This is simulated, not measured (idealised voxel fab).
The following is a process module called voxel fin reveal.
The figure presents cross-section cut, which has a width of 220 nm and is divided into square cells with an edge length of 5 nm.
Format of a cross-section: grid, square cells. Given as bands. Order: top down. Band: one or more rows of cells. The band entry comprises the height of the band's top followed by the height of its bottom, expressed in nm, and subsequently the band's materials from left to right, each stated together with its width in nm. Where a single material is marked with the word "everywhere", that material fills the band from edge to edge. The word "blank" represents empty space. Beneath 0, the wafer as received is one material, and that level is where height counting begins. The lowest band goes on downward without a bottom; it is written like "0 nm and below". Top row gets the first number, bottom row gets the second, and each row in between changes by the same step: that is how a band width like "30 to 40" works. The designation "nothing got changed", where it is given for a processing step, indicates that no cell of the cross-section was altered in the course of that step. "Sealed internal voids" contains a list of empty spaces, each no smaller than 8 cells and without an open way to the top, written in the form width x height at distance with the distance from the left edge and all three in nm. after a step's settings: what the simulator itself notes on the step. overlay nm: on a step with a mask, how far right of its planned place the mask lay; negative means left.
Planned process steps:
step 1: RECEIVE, material Si
step 2: CONFORMAL_DEP, material SiN, thk nm 10
step 3: MASKED_ETCH, tone cover, mask id FINS, width nm 15, pitch nm 35, etch materials SiN, depth nm 10, overlay nm 0
step 4: MASKED_ETCH, tone cover, mask id FINS, width nm 15, pitch nm 35, etch materials Si, depth nm 40, overlay nm 0
step 5: OXIDIZE, depth nm 5
step 6: FILL_DEP, material SiO2, thk nm 15
step 7: CMP, height nm 10
step 8: SELECTIVE_ETCH, etch materials SiO2, depth nm 30
step 9: STRIP, etch materials SiN
Cross-section of the wafer as it came to us, i.e., already through step 1:
  0 nm and below | Si everywhere
  Sealed internal voids: none
Post-module cross-section of the first of two wafers (run per plan):
  0 nm to -20 nm | blank 70 nm, Si 5 nm, blank 30 nm, Si 5 nm, blank 30 nm, Si 5 nm, blank 75 nm
  -20 nm to -45 nm | SiO2 70 nm, Si 5 nm, SiO2 30 nm, Si 5 nm, SiO2 30 nm, Si 5 nm, SiO2 75 nm
  -45 nm and below | Si everywhere
  Sealed internal voids: none
Here is the second of the two wafers cut open at the end of the module - same start, same plan as the first one, but we made one mistake running it:
  0 nm to -5 nm | Si 60 nm, blank 25 nm, Si 10 nm, blank 25 nm, Si 10 nm, blank 25 nm, Si 65 nm
  -5 nm and below | Si everywhere
  Sealed internal voids: none
what went wrong: for step 3, the planned setting was not used; the step was instead run as MASKED_ETCH, tone open, mask id FINS, width nm 15, pitch nm 35, etch materials SiN, depth nm 10, overlay nm 0
at the end the second wafer has, in cells: 354 more of Si | 205 fewer of SiO2
